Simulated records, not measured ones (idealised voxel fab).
Presented below is a process module, voxel spacer lines.
Each square cell in cross-section cut measures 5 nm, and the section as a whole is 300 nm wide.
Notation: cross-section as square-cell grid; stated in bands, top first, going down; one or more cell rows per band.
Band entry format. Leading values: height of top, height of bottom, nm. Remainder: materials in left-to-right order, each with its width in nm. Special words: "throughout" on a single material, which then fills the band edge to edge; "blank", empty space.
The reference from which all heights are counted is 0, the level beneath which the as-received wafer is entirely one material; the lowest band, having no lower bound, proceeds downward and is written after the example "0 nm and below".
Width spec "30 to 40" -> top row of cells at first value, bottom row at second value, equal per-row change in between.
When a step is marked "all unchanged", none of the cells in the cross-section changed during that step.
Heads up: "Entrapped voids" only lists the empty pockets with no open path to the top that are 8 cells or more, and it writes them as width x height at distance, distance from the left edge, in nm.
Heads up: the bit after the settings on a step's line is the simulator's remark on that step.
"overlay nm", when on a step's line for a step with a mask, measures how far to the right of its planned place the mask lay; a negative measure means to the left.

[List of planned process steps]
1) RECEIVE [material Si]
2) CONFORMAL_DEP [material SiO2] [thk nm 10]
3) DIRECTIONAL_DEP [material polySi] [thk nm 15]
4) DIRECTIONAL_DEP [material aC] [thk nm 25]
5) PATTERN [tone cover] [mask id MANDREL] [material resist] [width nm 15] [pitch nm 50] [thk nm 30] [overlay nm 0]
6) DIRECTIONAL_ETCH [etch materials aC] [depth nm 25]
7) STRIP [etch materials resist]
8) CONFORMAL_DEP [material SiN] [thk nm 10]
9) DIRECTIONAL_ETCH [etch materials SiN] [depth nm 10]
10) STRIP [etch materials aC]
11) DIRECTIONAL_ETCH [etch materials polySi] [depth nm 15]
12) STRIP [etch materials SiN]
13) FILL_DEP [material lowk] [thk nm 5]
14) CMP [height nm 25]

[Delivered wafer in cross-section: state after step 1]
	0 nm and below: Si throughout
	Entrapped voids: none

[Starting structure and process plan are as shown above, but one mistake was made in running the module; the wafer cross-section at the end of the module follows]
	25 nm to 10 nm: lowk: 105; polySi: 10; lowk: 20; polySi: 10; lowk: 10; polySi: 10; lowk: 20; polySi: 10; lowk: 105
	10 nm to 0 nm: SiO2 throughout
	0 nm and below: Si throughout
	Entrapped voids: none
What broke from the plan during processing? it should be noted that step 5 was executed with settings other than those planned, the operation and settings actually applied being PATTERN [tone cover] [mask id MANDREL] [material resist] [width nm 20] [pitch nm 50] [thk nm 30] [overlay nm 0]
